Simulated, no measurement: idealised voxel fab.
process module | voxel spacer lines
cross-section cut | 180 nm wide | cells 5 nm
A cross-section is a grid of square cells, given in bands from the top down. A band is one or more rows of cells.
Each band's line starts with the height of the band's top and of its bottom, in nm. Then come its materials from left to right, each with its width in nm. One material with "throughout" fills the band from edge to edge. "air" is empty space.
Height 0 is the level under which the wafer as received is all one material. The lowest band goes on downwards, as in "0 down".
A width such as "30 to 40" changes by the same amount from each row of cells to the next, from the band's top row to its bottom row.
"no change" after a step means that no cell of the cross-section changed.
closed voids: empty space of 8 cells or more with no open way to the top, each as width x height at its distance from the left edge, in nm
after a step's settings: what the simulator itself notes on the step
overlay nm, on a step with a mask: how far to the right of its planned place the mask lay; to the left if negative
plan
1 op RECEIVE | material Si
2 op CONFORMAL_DEP | material Al2O3 | thk nm 5
3 op DIRECTIONAL_DEP | material TiN | thk nm 15
4 op DIRECTIONAL_DEP | material polySi | thk nm 25
5 op PATTERN | tone cover | mask id MANDREL | material resist | width nm 25 | pitch nm 80 | thk nm 30 | overlay nm 0
6 op DIRECTIONAL_ETCH | etch materials polySi | depth nm 25
7 op STRIP | etch materials resist
8 op CONFORMAL_DEP | material SiO2 | thk nm 5
9 op DIRECTIONAL_ETCH | etch materials SiO2 | depth nm 15
10 op STRIP | etch materials polySi
11 op DIRECTIONAL_ETCH | etch materials TiN | depth nm 15
12 op STRIP | etch materials SiO2
varied across the wafers: thk nm of step 8. The plan shows the first wafer's value. All wafers start alike
first wafer as received, after step 1
  0 down: Si throughout
  closed voids: none
first wafer at the end, after step 12
  20 to 5: air 30 | TiN 5 | air 25 | TiN 5 | air 45 | TiN 5 | air 25 | TiN 5 | air 35
  5 to 0: Al2O3 throughout
  0 down: Si throughout
  closed voids: none
last wafer at the end
  45 to 20: air 35 | polySi 25 | air 55 | polySi 25 | air 40
  20 to 5: TiN throughout
  5 to 0: Al2O3 throughout
  0 down: Si throughout
  closed voids: none
each wafer at the end: cells of each material gained (+) or lost (-) since it was received, then its closed voids
thk nm 5 | +36 Al2O3 | +12 TiN | closed voids: none
thk nm 10 | +36 Al2O3 | +24 TiN | closed voids: none
thk nm 15 | +36 Al2O3 | +36 TiN | closed voids: none
thk nm 20 | +36 Al2O3 | +108 TiN | +50 polySi | closed voids: none
thk nm 25 | +36 Al2O3 | +108 TiN | +50 polySi | closed voids: none
thk nm 30 | +36 Al2O3 | +108 TiN | +50 polySi | closed voids: none
